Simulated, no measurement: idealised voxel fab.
process module | voxel trench capacitor
cross-section cut | 205 nm wide | cells 5 nm
A cross-section is a grid of square cells, given in bands from the top down. A band is one or more rows of cells.
Each band's line starts with the height of the band's top and of its bottom, in nm. Then come its materials from left to right, each with its width in nm. One material with "throughout" fills the band from edge to edge. "air" is empty space.
Height 0 is the level under which the wafer as received is all one material. The lowest band goes on downwards, as in "0 down".
A width such as "30 to 40" changes by the same amount from each row of cells to the next, from the band's top row to its bottom row.
"no change" after a step means that no cell of the cross-section changed.
closed voids: empty space of 8 cells or more with no open way to the top, each as width x height at its distance from the left edge, in nm
after a step's settings: what the simulator itself notes on the step
overlay nm, on a step with a mask: how far to the right of its planned place the mask lay; to the left if negative
plan
1 op RECEIVE | material Si
2 op CONFORMAL_DEP | material SiN | thk nm 10
3 op PATTERN | tone open | mask id TRENCH | material resist | width nm 20 | pitch nm 50 | thk nm 15 | overlay nm 0
4 op DIRECTIONAL_ETCH | etch materials SiN | depth nm 10
5 op DIRECTIONAL_ETCH | etch materials Si | depth nm 35
6 op STRIP | etch materials resist
7 op CONFORMAL_DEP | material Al2O3 | thk nm 5
8 op FILL_DEP | material polySi | thk nm 10
9 op CMP | height nm 10
as received, after step 1
  0 down: Si throughout
  closed voids: none
a wafer at the end: this start, this plan, one mistake
  10 to 0: SiN 15 | Al2O3 5 | polySi 10 | Al2O3 5 | SiN 30 | Al2O3 5 | polySi 10 | Al2O3 5 | SiN 30 | Al2O3 5 | polySi 10 | Al2O3 5 | SiN 30 | Al2O3 5 | polySi 10 | Al2O3 5 | SiN 20
  0 to -65: Si 15 | Al2O3 5 | polySi 10 | Al2O3 5 | Si 30 | Al2O3 5 | polySi 10 | Al2O3 5 | Si 30 | Al2O3 5 | polySi 10 | Al2O3 5 | Si 30 | Al2O3 5 | polySi 10 | Al2O3 5 | Si 20
  -65 to -70: Si 15 | Al2O3 20 | Si 30 | Al2O3 20 | Si 30 | Al2O3 20 | Si 30 | Al2O3 20 | Si 20
  -70 down: Si throughout
  closed voids: none
what went wrong: step 5 was run twice
